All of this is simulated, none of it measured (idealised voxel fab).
Process module in this document: voxel double patterning
Square cells of 5 nm make up the cross-section cut, whose width is 230 nm.
This document writes a cross-section as a grid whose cells are square, and gives it as bands, listed from the top down; one or more rows of cells form a band.
A band entry consists of two parts. The first gives the height of the band's top and the height of its bottom, in nm. The rest lists the band's materials from left to right, each with its width in nm. A single material labelled with the word "throughout" fills the band from edge to edge, and the word "air" marks empty space.
Beneath 0, the wafer as received is one material, and that level is where height counting begins. The lowest band goes on downward without a bottom; it is written like "z 0 and below".
You'd read "30..40" like this: the band's top row of cells is as wide as the first number, its bottom row is as wide as the second, and going down, every row changes width by the same amount as the row before did.
You'll sometimes find "remains unaltered" written for a step, and that's the way of saying that nowhere in the cross-section did a cell change during that step.
Closed-off voids of 8+ cells (no open route to the top) go in "Enclosed voids", written width x height at distance from the left edge, in nm.
Note: text after step settings on the step line = simulator remark on that step.
overlay nm: step with mask; distance mask lay right of planned place; negative value = left of planned place.

**Below is the list of planned process steps**
1 RECEIVE,material Si
2 CONFORMAL_DEP,material SiO2,thk nm 5
3 DIRECTIONAL_DEP,material TiN,thk nm 20
4 DIRECTIONAL_DEP,material SiCN,thk nm 10
5 MASKED_ETCH,tone open,mask id FIRST,width nm 15,pitch nm 50,etch materials SiCN,depth nm 10,overlay nm 0
6 DIRECTIONAL_DEP,material aC,thk nm 10
7 PATTERN,tone open,mask id SECOND,material resist,width nm 15,pitch nm 50,thk nm 25,overlay nm 0
8 DIRECTIONAL_ETCH,etch materials aC,depth nm 10
9 STRIP,etch materials resist
10 DIRECTIONAL_ETCH,etch materials SiCN,depth nm 10
11 STRIP,etch materials aC
12 DIRECTIONAL_ETCH,etch materials TiN,depth nm 20
13 STRIP,etch materials SiCN

**The first of two wafers, run as planned**

**Cross-section of the wafer upon arrival, representing the state reached after step 1**
> z 0 and below = Si throughout
> Enclosed voids: none

**Wafer section view after processing step 2**
> z 5 to 0 = SiO2 throughout
> Lower than 0, everything is as it was.

**Wafer section view after processing step 3**
> z 25 to 5 = TiN throughout
> Lower than 5, everything is as it was.

**Wafer section view after processing step 4**
> z 35 to 25 = SiCN throughout
> Lower than 25, everything is as it was.

**Wafer section view after processing step 5**
> z 35 to 25 = SiCN 55 nm / air 15 nm / SiCN 35 nm / air 15 nm / SiCN 35 nm / air 15 nm / SiCN 60 nm
> Lower than 25, everything is as it was.

**Wafer section view after processing step 6**
> z 45 to 35 = aC 55 nm / air 15 nm / aC 35 nm / air 15 nm / aC 35 nm / air 15 nm / aC 60 nm
> z 35 to 25 = SiCN 55 nm / aC 15 nm / SiCN 35 nm / aC 15 nm / SiCN 35 nm / aC 15 nm / SiCN 60 nm
> Lower than 25, everything is as it was.

**Wafer section view after processing step 7**
> z 70 to 45 = resist 80 nm / air 15 nm / resist 35 nm / air 15 nm / resist 85 nm
> z 45 to 35 = aC 55 nm / resist 15 nm / aC 35 nm / resist 15 nm / aC 35 nm / resist 15 nm / aC 60 nm
> Lower than 35, everything is as it was.

**Wafer section view after processing step 8**
> z 60 to 45 = resist 80 nm / air 15 nm / resist 35 nm / air 15 nm / resist 85 nm
> z 45 to 35 = aC 55 nm / resist 15 nm / aC 10 nm / air 15 nm / aC 10 nm / resist 15 nm / aC 10 nm / air 15 nm / aC 10 nm / resist 15 nm / aC 60 nm
> Lower than 35, everything is as it was.

**Wafer section view after processing step 9**
> z 45 to 35 = aC 55 nm / air 15 nm / aC 10 nm / air 15 nm / aC 10 nm / air 15 nm / aC 10 nm / air 15 nm / aC 10 nm / air 15 nm / aC 60 nm
> Lower than 35, everything is as it was.

**Wafer section view after processing step 10**
> z 45 to 35 = aC 55 nm / air 15 nm / aC 10 nm / air 15 nm / aC 10 nm / air 15 nm / aC 10 nm / air 15 nm / aC 10 nm / air 15 nm / aC 60 nm
> z 35 to 25 = SiCN 55 nm / aC 15 nm / SiCN 10 nm / air 15 nm / SiCN 10 nm / aC 15 nm / SiCN 10 nm / air 15 nm / SiCN 10 nm / aC 15 nm / SiCN 60 nm
> Lower than 25, everything is as it was.

**Wafer section view after processing step 11**
> z 35 to 25 = SiCN 55 nm / air 15 nm / SiCN 10 nm / air 15 nm / SiCN 10 nm / air 15 nm / SiCN 10 nm / air 15 nm / SiCN 10 nm / air 15 nm / SiCN 60 nm
> Lower than 25, everything is as it was.

**Wafer section view after processing step 12**
> z 35 to 25 = SiCN 55 nm / air 15 nm / SiCN 10 nm / air 15 nm / SiCN 10 nm / air 15 nm / SiCN 10 nm / air 15 nm / SiCN 10 nm / air 15 nm / SiCN 60 nm
> z 25 to 5 = TiN 55 nm / air 15 nm / TiN 10 nm / air 15 nm / TiN 10 nm / air 15 nm / TiN 10 nm / air 15 nm / TiN 10 nm / air 15 nm / TiN 60 nm
> Lower than 5, everything is as it was.

**Wafer section view after processing step 13**
> z 25 to 5 = TiN 55 nm / air 15 nm / TiN 10 nm / air 15 nm / TiN 10 nm / air 15 nm / TiN 10 nm / air 15 nm / TiN 10 nm / air 15 nm / TiN 60 nm
> Lower than 5, everything is as it was.

**It is to be noted that the second wafer proceeded from the same initial state and according to the same plan as the first, although one mistake was committed in its execution; through step 6, inclusive, the two wafers share an identical history**

**Planned end of step 7: second wafer, cross-section**
> z 70 to 45 = resist 80 nm / air 20 nm / resist 30 nm / air 20 nm / resist 80 nm
> z 45 to 35 = aC 55 nm / resist 15 nm / aC 35 nm / resist 15 nm / aC 35 nm / resist 15 nm / aC 60 nm
> Lower than 35, everything is as it was.

**Planned end of step 8: second wafer, cross-section**
> z 60 to 45 = resist 80 nm / air 20 nm / resist 30 nm / air 20 nm / resist 80 nm
> z 45 to 35 = aC 55 nm / resist 15 nm / aC 10 nm / air 20 nm / aC 5 nm / resist 15 nm / aC 10 nm / air 20 nm / aC 5 nm / resist 15 nm / aC 60 nm
> Lower than 35, everything is as it was.

**Planned end of step 9: second wafer, cross-section**
> z 45 to 35 = aC 55 nm / air 15 nm / aC 10 nm / air 20 nm / aC 5 nm / air 15 nm / aC 10 nm / air 20 nm / aC 5 nm / air 15 nm / aC 60 nm
> Lower than 35, everything is as it was.

**Planned end of step 10: second wafer, cross-section**
> z 45 to 35 = aC 55 nm / air 15 nm / aC 10 nm / air 20 nm / aC 5 nm / air 15 nm / aC 10 nm / air 20 nm / aC 5 nm / air 15 nm / aC 60 nm
> z 35 to 25 = SiCN 55 nm / aC 15 nm / SiCN 10 nm / air 20 nm / SiCN 5 nm / aC 15 nm / SiCN 10 nm / air 20 nm / SiCN 5 nm / aC 15 nm / SiCN 60 nm
> Lower than 25, everything is as it was.

**Planned end of step 11: second wafer, cross-section**
> z 35 to 25 = SiCN 55 nm / air 15 nm / SiCN 10 nm / air 20 nm / SiCN 5 nm / air 15 nm / SiCN 10 nm / air 20 nm / SiCN 5 nm / air 15 nm / SiCN 60 nm
> Lower than 25, everything is as it was.

**Planned end of step 12: second wafer, cross-section**
> z 35 to 25 = SiCN 55 nm / air 15 nm / SiCN 10 nm / air 20 nm / SiCN 5 nm / air 15 nm / SiCN 10 nm / air 20 nm / SiCN 5 nm / air 15 nm / SiCN 60 nm
> z 25 to 5 = TiN 55 nm / air 15 nm / TiN 10 nm / air 20 nm / TiN 5 nm / air 15 nm / TiN 10 nm / air 20 nm / TiN 5 nm / air 15 nm / TiN 60 nm
> Lower than 5, everything is as it was.

**Planned end of step 13: second wafer, cross-section**
> z 25 to 5 = TiN 55 nm / air 15 nm / TiN 10 nm / air 20 nm / TiN 5 nm / air 15 nm / TiN 10 nm / air 20 nm / TiN 5 nm / air 15 nm / TiN 60 nm
> Lower than 5, everything is as it was.
Against the plan, the run slipped here: step 7 ran with different settings than intended, the actual operation and settings being PATTERN,tone open,mask id SECOND,material resist,width nm 20,pitch nm 50,thk nm 25,overlay nm 0
FYI, end of process, the second wafer has more or fewer cells of some materials than the first: 8 fewer of TiN
